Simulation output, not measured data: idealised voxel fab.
Process module, titled voxel spacer lines
cross-section cut | 225 nm wide | cells 5 nm
Cross-section = grid of square cells, listed top down in bands; band = one or more rows. Band: top height; bottom height; in nm. Then, left to right: material with width in nm, for each material. "edge to edge": a single material spanning edge to edge. "blank": empty space. For the purposes of this specification, 0 denotes the height below which the wafer in its as-received condition is composed wholly of one material, and the lowermost band, lacking a lower limit, extends downward without end, as expressed in "0 nm and below". Per-row width for "30 to 40": begins at first number (top row of band), ends at second number (bottom row), increment between rows held constant. Step note "all unchanged" = no cross-section cell changed. Any empty space of 8 cells or more lacking an open way to the top shows up in "Enclosed internal voids" as width x height at distance, distance from the left edge, in nm. On each step's line, the part that comes after the settings is the simulator's own comment on the step. "overlay nm" answers the question of how far to the right of plan the mask lay on a step that has a mask, and when it is negative the answer is to the left.

Planned process steps
- 1: RECEIVE: material Si
- 2: CONFORMAL_DEP: material Al2O3, thk nm 10
- 3: DIRECTIONAL_DEP: material W, thk nm 15
- 4: DIRECTIONAL_DEP: material aC, thk nm 25
- 5: PATTERN: tone cover, mask id MANDREL, material resist, width nm 25, pitch nm 80, thk nm 30, overlay nm 0
- 6: DIRECTIONAL_ETCH: etch materials aC, depth nm 25
- 7: STRIP: etch materials resist
- 8: CONFORMAL_DEP: material SiO2, thk nm 15
- 9: DIRECTIONAL_ETCH: etch materials SiO2, depth nm 15
- 10: STRIP: etch materials aC
- 11: DIRECTIONAL_ETCH: etch materials W, depth nm 15
- 12: STRIP: etch materials SiO2

Wafer as received: cross-section following step 1
    0 nm and below  Si edge to edge
    Enclosed internal voids: none

Wafer cross-section at end of module: start and plan as shown above, one execution error
    25 nm to 15 nm  Al2O3 edge to edge
    15 nm to 0 nm  W edge to edge
    0 nm and below  Si edge to edge
    Enclosed internal voids: none
Finding, execution versus plan: the processing plan was not followed for steps 2 and 3, which were run with their positions exchanged
